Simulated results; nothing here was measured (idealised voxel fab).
Process module name: voxel wiring stack
Cross-section cut: width 140 nm, square cells of 5 nm.
Cross-section, as written here: a square-cell grid given band by band from the top down, where a band holds one or more rows of cells. In this notation a band is specified by the heights of its top and bottom, in that order and in nm, after which its materials appear from left to right, each paired with its width in nm. The word "all across" attached to a single material means that material fills the band from edge to edge; the word "blank" stands for empty space. Basically, 0 is our baseline, since under it the wafer straight out of the box is all one material. The bottom band has no lower end and keeps on going down, so it looks like "0 and below". A width such as "30 to 40" changes by the same amount from each row of cells to the next, from the band's top row to its bottom row. Given "nothing different" for a step, no cell of the cross-section differs between before and after that step. So "Closed void list" is basically the list of trapped voids: any empty space of 8 cells or more that can't reach the top through an opening. They're written width x height at distance, the distance being from the left edge, and it's all nm. after a step's settings: what the simulator itself notes on the step. overlay nm: mask offset rightward from planned place, masked step; negative means leftward offset.
## This section lists the process steps that were planned
1,RECEIVE (material Si)
2,CONFORMAL_DEP (material SiO2; thk nm 15)
3,DIRECTIONAL_DEP (material TiN; thk nm 5)
4,DIRECTIONAL_DEP (material Ru; thk nm 25)
5,MASKED_ETCH (tone cover; mask id METAL_1; width nm 25; pitch nm 40; etch materials Ru; depth nm 25; overlay nm 0)
6,MASKED_ETCH (tone cover; mask id METAL_1; width nm 25; pitch nm 40; etch materials TiN; depth nm 5; overlay nm 0)
7,FILL_DEP (material lowk; thk nm 5)
8,CMP (height nm 45)
9,CONFORMAL_DEP (material SiCN; thk nm 5)
10,DIRECTIONAL_DEP (material lowk; thk nm 20)
11,MASKED_ETCH (tone open; mask id PLUG_1; width nm 15; pitch nm 80; etch materials lowk; depth nm 20; overlay nm 0)
12,MASKED_ETCH (tone open; mask id PLUG_1; width nm 15; pitch nm 80; etch materials SiCN; depth nm 5; overlay nm 0)
13,EPI (material Ru; thk nm 10)
14,EPI (material Ru; thk nm 10)
15,EPI (material Ru; thk nm 5)
16,CONFORMAL_DEP (material SiCN; thk nm 5)
17,DIRECTIONAL_DEP (material SiO2; thk nm 25)
18,MASKED_ETCH (tone open; mask id METAL_2; width nm 25; pitch nm 40; etch materials SiO2; depth nm 25; overlay nm 0)
19,MASKED_ETCH (tone open; mask id METAL_2; width nm 25; pitch nm 40; etch materials SiCN; depth nm 5; overlay nm 0)
20,CONFORMAL_DEP (material TiN; thk nm 5)
21,FILL_DEP (material Cu; thk nm 5)
22,CMP (height nm 100)
23,EPI (material Ru; thk nm 5)
24,FILL_DEP (material SiCN; thk nm 5)
## As received (post step 1): cross-section
0 and below: Si all across
Closed void list: none
## As-planned run: cross-section of the first of two wafers at end of module
110 down to 105: SiCN all across
105 down to 100: 10 of SiCN; 35 of Ru; 5 of SiCN; 35 of Ru; 5 of SiCN; 35 of Ru; 15 of SiCN
100 down to 75: 15 of SiO2; 5 of TiN; 15 of Cu; 5 of TiN; 15 of SiO2; 5 of TiN; 15 of Cu; 5 of TiN; 15 of SiO2; 5 of TiN; 15 of Cu; 5 of TiN; 20 of SiO2
75 down to 70: 15 of SiCN; 25 of TiN; 15 of SiCN; 25 of TiN; 15 of SiCN; 25 of TiN; 20 of SiCN
70 down to 50: 15 of lowk; 15 of Ru; 65 of lowk; 15 of Ru; 30 of lowk
50 down to 45: 15 of SiCN; 15 of Ru; 65 of SiCN; 15 of Ru; 30 of SiCN
45 down to 20: 15 of lowk; 25 of Ru; 15 of lowk; 25 of Ru; 15 of lowk; 25 of Ru; 20 of lowk
20 down to 15: 15 of lowk; 25 of TiN; 15 of lowk; 25 of TiN; 15 of lowk; 25 of TiN; 20 of lowk
15 down to 0: SiO2 all across
0 and below: Si all across
Closed void list: none
## second wafer at the end: like start, like plan, one mistake
110 down to 105: SiCN all across
105 down to 100: 10 of SiCN; 35 of Ru; 5 of SiCN; 35 of Ru; 5 of SiCN; 35 of Ru; 15 of SiCN
100 down to 75: 15 of SiO2; 5 of TiN; 15 of Cu; 5 of TiN; 15 of SiO2; 5 of TiN; 15 of Cu; 5 of TiN; 15 of SiO2; 5 of TiN; 15 of Cu; 5 of TiN; 20 of SiO2
75 down to 70: 15 of SiCN; 25 of TiN; 15 of SiCN; 25 of TiN; 15 of SiCN; 25 of TiN; 20 of SiCN
70 down to 50: 15 of lowk; 5 of SiCN; 5 of TiN; 5 of SiCN; 65 of lowk; 5 of SiCN; 5 of TiN; 5 of SiCN; 30 of lowk
50 down to 45: lowk all across
45 down to 20: 15 of lowk; 25 of Ru; 15 of lowk; 25 of Ru; 15 of lowk; 25 of Ru; 20 of lowk
20 down to 15: 15 of lowk; 25 of TiN; 15 of lowk; 25 of TiN; 15 of lowk; 25 of TiN; 20 of lowk
15 down to 0: SiO2 all across
0 and below: Si all across
Closed void list: none
Which mistake was made when the wafer was run? step 9 ran as: CONFORMAL_DEP (material lowk; thk nm 5)
at the end the second wafer has, in cells: 30 fewer of Ru | 6 fewer of SiCN | 8 more of TiN | 28 more of lowk
